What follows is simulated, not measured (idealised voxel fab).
process module | voxel ribs on slabs
cross-section cut | 235 nm wide | cells 5 nm
A cross-section is a grid of square cells, given in bands from the top down. A band is one or more rows of cells.
Each band's line starts with the height of the band's top and of its bottom, in nm. Then come its materials from left to right, each with its width in nm. One material with "throughout" fills the band from edge to edge. "air" is empty space.
Height 0 is the level under which the wafer as received is all one material. The lowest band goes on downwards, as in "0 down".
A width such as "30 to 40" changes by the same amount from each row of cells to the next, from the band's top row to its bottom row.
"no change" after a step means that no cell of the cross-section changed.
closed voids: empty space of 8 cells or more with no open way to the top, each as width x height at its distance from the left edge, in nm
after a step's settings: what the simulator itself notes on the step
overlay nm, on a step with a mask: how far to the right of its planned place the mask lay; to the left if negative
plan
1 op RECEIVE | material Si
2 op DIRECTIONAL_DEP | material SiO2 | thk nm 25
3 op DIRECTIONAL_DEP | material polySi | thk nm 25
4 op DIRECTIONAL_DEP | material aC | thk nm 15
5 op PATTERN | tone cover | mask id RIB | material resist | width nm 30 | thk nm 35 | overlay nm 0
6 op DIRECTIONAL_ETCH | etch materials aC | depth nm 15
7 op STRIP | etch materials resist
8 op DIRECTIONAL_ETCH | etch materials polySi | depth nm 5
9 op STRIP | etch materials aC
10 op PATTERN | tone cover | mask id SLAB | material resist | width nm 90 | thk nm 20 | overlay nm 0
11 op DIRECTIONAL_ETCH | etch materials polySi | depth nm 20
12 op STRIP | etch materials resist
13 op FILL_DEP | material SiO2 | thk nm 30
14 op CMP | height nm 70
15 op DIRECTIONAL_DEP | material W | thk nm 10
16 op DIRECTIONAL_DEP | material aC | thk nm 10
17 op PATTERN | tone cover | mask id HEATER | material resist | width nm 40 | thk nm 25 | overlay nm 0
18 op DIRECTIONAL_ETCH | etch materials aC | depth nm 10
19 op STRIP | etch materials resist
20 op DIRECTIONAL_ETCH | etch materials W | depth nm 10
21 op STRIP | etch materials aC
22 op CONFORMAL_DEP | material SiO2 | thk nm 5
as received, after step 1
  0 down: Si throughout
  closed voids: none
a wafer at the end: this start, this plan, one mistake
  85 to 80: air 90 | SiO2 50 | air 95
  80 to 75: air 90 | SiO2 5 | W 40 | SiO2 5 | air 95
  75 to 70: SiO2 95 | W 40 | SiO2 100
  70 to 50: SiO2 throughout
  50 to 45: SiO2 100 | polySi 30 | SiO2 105
  45 to 25: SiO2 70 | polySi 95 | SiO2 70
  25 to 0: SiO2 throughout
  0 down: Si throughout
  closed voids: none
what went wrong: step 10 ran as: op PATTERN | tone cover | mask id SLAB | material resist | width nm 95 | thk nm 20 | overlay nm 0
